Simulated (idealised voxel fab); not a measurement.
Process module name: voxel self aligned vias
160 nm wide, 5 nm square cells: that's cross-section cut.
Notation: cross-section as square-cell grid; stated in bands, top first, going down; one or more cell rows per band.
In this notation a band is specified by the heights of its top and bottom, in that order and in nm, after which its materials appear from left to right, each paired with its width in nm. The word "edge to edge" attached to a single material means that material fills the band from edge to edge; the word "air" stands for empty space.
Height reference: 0 = level under which incoming wafer is all one material. Lowest band: no bottom, runs on downward, e.g. "0 -> down".
Read "30 to 40" as a graded width: first number on top, second number at the bottom, same change between each pair of neighbouring rows.
Step marked "no alteration"? Then no cell in the cross-section changed in it.
"Trapped voids" specifies each empty space that is not open to the top and that occupies no fewer than 8 cells, using the form width x height at distance, the distance measured from the left edge and all three quantities in nm.
Step line, after settings: the simulator's comment on this step.
Among the settings permitted on a step's line is "overlay nm"; applied to a step with a mask, it specifies the extent to which the mask lay to the right of its planned position, whereas a negative figure signifies a position to the left.
Set out below are the planned steps of the process
1) RECEIVE with material Si
2) CONFORMAL_DEP with material SiO2, thk nm 10
3) CONFORMAL_DEP with material SiCN, thk nm 5
4) DIRECTIONAL_DEP with material lowk, thk nm 25
5) DIRECTIONAL_DEP with material aC, thk nm 15
6) PATTERN with tone open, mask id LINES, material resist, width nm 25, pitch nm 55, thk nm 30, overlay nm 0
7) DIRECTIONAL_ETCH with etch materials aC, depth nm 15
8) STRIP with etch materials resist
9) DIRECTIONAL_ETCH with etch materials lowk, depth nm 25
10) STRIP with etch materials aC
11) CONFORMAL_DEP with material TiN, thk nm 5
12) FILL_DEP with material Ru, thk nm 5
13) CMP with height nm 40
14) SELECTIVE_ETCH with etch materials W Ru TiN, depth nm 5
15) FILL_DEP with material SiN, thk nm 10
16) CMP with height nm 40
17) DIRECTIONAL_DEP with material lowk, thk nm 15
18) PATTERN with tone open, mask id VIAS, material resist, width nm 35, pitch nm 55, thk nm 15, overlay nm 0
19) DIRECTIONAL_ETCH with etch materials lowk, depth nm 15
20) DIRECTIONAL_ETCH with etch materials SiN, depth nm 5
21) STRIP with etch materials resist
22) CONFORMAL_DEP with material TiN, thk nm 5
23) FILL_DEP with material W, thk nm 10
24) CMP with height nm 55
25) CONFORMAL_DEP with material SiN, thk nm 5
Cross-section of the wafer as it came to us, i.e., already through step 1
* 0 -> down = Si edge to edge
* Trapped voids: none
This is how the wafer looks in cross-section once the module is done, given the starting state and plan above and one mistake in carrying the plan out
* 60 -> 55 = SiN edge to edge
* 55 -> 40 = lowk=35; TiN=5; W=25; TiN=5; lowk=20; TiN=5; W=25; TiN=5; lowk=35
* 40 -> 35 = SiN=35; TiN=35; SiN=20; TiN=35; SiN=35
* 35 -> 15 = lowk=40; TiN=5; Ru=15; TiN=5; lowk=30; TiN=5; Ru=15; TiN=5; lowk=40
* 15 -> 10 = lowk=40; TiN=25; lowk=30; TiN=25; lowk=40
* 10 -> 5 = SiCN edge to edge
* 5 -> 0 = SiO2 edge to edge
* 0 -> down = Si edge to edge
* Trapped voids: none
The plan and the run diverged here: step 2, actual vs plan mismatch, actual run CONFORMAL_DEP with material SiO2, thk nm 5
